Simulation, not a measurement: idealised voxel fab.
Name of the process module below: voxel released beams
In the cross-section labelled cut, the width is 285 nm and each square cell is 5 nm.
For the purposes of this document, a cross-section shall be understood as a grid of square cells, specified as bands listed in top-to-bottom order, each band consisting of one or more rows of cells.
Band: top height; bottom height; in nm. Then, left to right: material with width in nm, for each material. "all across": a single material spanning edge to edge. "blank": empty space.
Heights are reckoned from 0. Under this level, the received wafer is all of one material. The bottommost band is open-ended downward, for example "0 down".
Width "30->40": first value at the band's top row of cells, second value at its bottom row, equal change from row to row.
Take "all unchanged" at face value: in the step it is given for, the cross-section changed in none of its cells.
Entry "Voids, fully enclosed". Content: empty spaces with no open connection to the top, size 8 cells or greater. Each: width x height at distance. Distance: from left edge. Unit: nm.
Read whatever lies past the settings on a step's line as the simulator's own remark about the step.
overlay nm: for a step with a mask, the amount by which the mask lay right of where it was planned; a negative amount means left of it.
# Planned process steps
1. RECEIVE with material Si
2. CONFORMAL_DEP with material SiN, thk nm 10
3. DIRECTIONAL_DEP with material SiO2, thk nm 10
4. MASKED_ETCH with tone open, mask id ANCHOR, width nm 30, etch materials SiO2, depth nm 10, overlay nm 0
5. CONFORMAL_DEP with material polySi, thk nm 10
6. DIRECTIONAL_DEP with material aC, thk nm 15
7. PATTERN with tone cover, mask id BEAM, material resist, width nm 110, thk nm 30, overlay nm 0
8. DIRECTIONAL_ETCH with etch materials aC, depth nm 15
9. STRIP with etch materials resist
10. DIRECTIONAL_ETCH with etch materials polySi, depth nm 10
11. STRIP with etch materials aC
12. STRIP with etch materials SiO2
# The first of the two wafers, which ran as planned
# Incoming wafer, cross-sectional view, post step 1
* 0 down: Si all across
* Voids, fully enclosed: none
# after step 2
* 10 to 0: SiN all across
* Nothing below the height 0 has changed.
# after step 3
* 20 to 10: SiO2 all across
* Nothing below the height 10 has changed.
# after step 4
* 20 to 10: 90 of SiO2 / 30 of blank / 165 of SiO2
* Nothing below the height 10 has changed.
# after step 5
* 30 to 20: 100 of polySi / 10 of blank / 175 of polySi
* 20 to 10: 90 of SiO2 / 30 of polySi / 165 of SiO2
* Nothing below the height 10 has changed.
# after step 6
* 45 to 35: 100 of aC / 10 of blank / 175 of aC
* 35 to 30: aC all across
* 30 to 20: 100 of polySi / 10 of aC / 175 of polySi
* Nothing below the height 20 has changed.
# after step 7
* 75 to 45: 85 of blank / 110 of resist / 90 of blank
* 45 to 35: 100 of aC / 10 of resist / 175 of aC
* Nothing below the height 35 has changed.
# after step 8
* 60 to 45: 85 of blank / 110 of resist / 90 of blank
* 45 to 35: 85 of blank / 15 of aC / 10 of resist / 85 of aC / 90 of blank
* 35 to 30: 85 of blank / 110 of aC / 90 of blank
* Nothing below the height 30 has changed.
# after step 9
* 45 to 35: 85 of blank / 15 of aC / 10 of blank / 85 of aC / 90 of blank
* Nothing below the height 35 has changed.
# after step 10
* 45 to 35: 85 of blank / 15 of aC / 10 of blank / 85 of aC / 90 of blank
* 35 to 30: 85 of blank / 110 of aC / 90 of blank
* 30 to 20: 85 of blank / 15 of polySi / 10 of aC / 85 of polySi / 90 of blank
* Nothing below the height 20 has changed.
# after step 11
* 30 to 20: 85 of blank / 15 of polySi / 10 of blank / 85 of polySi / 90 of blank
* Nothing below the height 20 has changed.
# after step 12
* 30 to 20: 85 of blank / 15 of polySi / 10 of blank / 85 of polySi / 90 of blank
* 20 to 10: 90 of blank / 30 of polySi / 165 of blank
* Nothing below the height 10 has changed.
# Okay, second wafer. Nothing different at the start, nothing different in the plan, just one mistake somewhere in the running. As far as step 6, counting that step, it's the first wafer all over again
# Second wafer cross-section, taken as of the time the plan sets for step 7 to be done
* 75 to 45: 90 of blank / 100 of resist / 95 of blank
* 45 to 35: 100 of aC / 10 of resist / 175 of aC
* Nothing below the height 35 has changed.
# Second wafer cross-section, taken as of the time the plan sets for step 8 to be done
* 60 to 45: 90 of blank / 100 of resist / 95 of blank
* 45 to 35: 90 of blank / 10 of aC / 10 of resist / 80 of aC / 95 of blank
* 35 to 30: 90 of blank / 100 of aC / 95 of blank
* Nothing below the height 30 has changed.
# Second wafer cross-section, taken as of the time the plan sets for step 9 to be done
* 45 to 35: 90 of blank / 10 of aC / 10 of blank / 80 of aC / 95 of blank
* Nothing below the height 35 has changed.
# Second wafer cross-section, taken as of the time the plan sets for step 10 to be done
* 45 to 35: 90 of blank / 10 of aC / 10 of blank / 80 of aC / 95 of blank
* 35 to 30: 90 of blank / 100 of aC / 95 of blank
* 30 to 20: 90 of blank / 10 of polySi / 10 of aC / 80 of polySi / 95 of blank
* Nothing below the height 20 has changed.
# Second wafer cross-section, taken as of the time the plan sets for step 11 to be done
* 30 to 20: 90 of blank / 10 of polySi / 10 of blank / 80 of polySi / 95 of blank
* Nothing below the height 20 has changed.
# Second wafer cross-section, taken as of the time the plan sets for step 12 to be done
* 30 to 20: 90 of blank / 10 of polySi / 10 of blank / 80 of polySi / 95 of blank
* 20 to 10: 90 of blank / 30 of polySi / 165 of blank
* Nothing below the height 10 has changed.
what went wrong: step 7 ran differently from the plan; actual operation with settings: PATTERN with tone cover, mask id BEAM, material resist, width nm 100, thk nm 30, overlay nm 0
Cell-count delta at end, second wafer over first, by material: 4 fewer of polySi
